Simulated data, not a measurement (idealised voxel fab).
Documented hereafter: the process module known as voxel self aligned vias.
230 nm wide, 5 nm square cells: that's cross-section cut.
Reading order for cross-sections: top band down to bottom band. Underlying form: a grid of square cells. Band size: one or more rows of cells. Read a band's entry like this: the first values are the height of its top and the height of its bottom in nm, and what follows is the sequence of materials from left to right, each with its width in nm. Note that "empty" is empty space, and that a single material marked "all across" reaches across the band from edge to edge. Basically, 0 is our baseline, since under it the wafer straight out of the box is all one material. The bottom band has no lower end and keeps on going down, so it looks like "from 0 down". The two numbers in a width such as "30..40" mark its ends across the band: the first belongs to the top row of cells, the second to the bottom row, and from each row to the next the width moves by the same amount. No cell of the cross-section changed in a step that is given as "remains unaltered". Look at "Closed void inventory" for the closed voids: empty spaces with no open path to the top, sized 8 cells or up. Each is width x height at distance, distance from the left edge, all nm. after a step's settings: what the simulator itself notes on the step. Regarding "overlay nm": on a step with a mask, it is the distance the mask lay to the right of its planned place; a negative value places it to the left.

**The steps planned for the process are as follows**
1. op RECEIVE | material Si
2. op CONFORMAL_DEP | material SiO2 | thk nm 15
3. op CONFORMAL_DEP | material SiCN | thk nm 5
4. op DIRECTIONAL_DEP | material lowk | thk nm 20
5. op MASKED_ETCH | tone open | mask id LINES | width nm 30 | pitch nm 55 | etch materials lowk | depth nm 20 | overlay nm 0
6. op CONFORMAL_DEP | material TiN | thk nm 5
7. op FILL_DEP | material W | thk nm 10
8. op CMP | height nm 40
9. op SELECTIVE_ETCH | etch materials W Ru TiN | depth nm 5
10. op FILL_DEP | material SiN | thk nm 10
11. op CMP | height nm 40
12. op DIRECTIONAL_DEP | material lowk | thk nm 20
13. op DIRECTIONAL_DEP | material aC | thk nm 15
14. op PATTERN | tone open | mask id VIAS | material resist | width nm 30 | thk nm 30 | overlay nm 0
15. op DIRECTIONAL_ETCH | etch materials aC | depth nm 15
16. op STRIP | etch materials resist
17. op DIRECTIONAL_ETCH | etch materials lowk | depth nm 20
18. op DIRECTIONAL_ETCH | etch materials SiN | depth nm 5
19. op STRIP | etch materials aC
20. op CONFORMAL_DEP | material TiN | thk nm 5
21. op FILL_DEP | material W | thk nm 10
22. op CMP | height nm 60
23. op CONFORMAL_DEP | material SiN | thk nm 5
All wafers enter the flow in the same state. The width nm at step 14 differs from wafer to wafer, and the plan gives the value for the first wafer.

**The as-received cross-section of the first of several wafers corresponds to the state after step 1**
  from 0 down  Si all across
  Closed void inventory: none

**First of several wafers: cross-section at the end of the module, after step 23, its last step**
  from 65 to 60  SiN all across
  from 60 to 40  70 of lowk  5 of TiN  20 of W  5 of TiN  130 of lowk
  from 40 to 35  70 of lowk  30 of TiN  25 of lowk  30 of SiN  75 of lowk
  from 35 to 25  70 of lowk  5 of TiN  20 of W  5 of TiN  25 of lowk  5 of TiN  20 of W  5 of TiN  75 of lowk
  from 25 to 20  70 of lowk  30 of TiN  25 of lowk  30 of TiN  75 of lowk
  from 20 to 15  SiCN all across
  from 15 to 0  SiO2 all across
  from 0 down  Si all across
  Closed void inventory: none

**Wafer cross-section (last wafer, module end)**
  from 65 to 60  SiN all across
  from 60 to 45  60 of lowk  5 of TiN  45 of W  5 of TiN  115 of lowk
  from 45 to 40  60 of lowk  15 of TiN  20 of W  20 of TiN  115 of lowk
  from 40 to 35  70 of lowk  30 of TiN  25 of lowk  30 of SiN  75 of lowk
  from 35 to 25  70 of lowk  5 of TiN  20 of W  5 of TiN  25 of lowk  5 of TiN  20 of W  5 of TiN  75 of lowk
  from 25 to 20  70 of lowk  30 of TiN  25 of lowk  30 of TiN  75 of lowk
  from 20 to 15  SiCN all across
  from 15 to 0  SiO2 all across
  from 0 down  Si all across
  Closed void inventory: none

**Per-wafer rows below. For each material: cells gained (+) or lost (-) since the wafer was received, as of end of module. Then: closed voids**
width nm 30 | +46 SiCN | +52 SiN | +138 SiO2 | +34 TiN | +32 W | +296 lowk | Closed void inventory: none
width nm 35 | +46 SiCN | +52 SiN | +138 SiO2 | +35 TiN | +35 W | +292 lowk | Closed void inventory: none
width nm 40 | +46 SiCN | +52 SiN | +138 SiO2 | +36 TiN | +38 W | +288 lowk | Closed void inventory: none
width nm 45 | +46 SiCN | +52 SiN | +138 SiO2 | +37 TiN | +41 W | +284 lowk | Closed void inventory: none
width nm 50 | +46 SiCN | +52 SiN | +138 SiO2 | +38 TiN | +44 W | +280 lowk | Closed void inventory: none
width nm 55 | +46 SiCN | +52 SiN | +138 SiO2 | +39 TiN | +47 W | +276 lowk | Closed void inventory: none
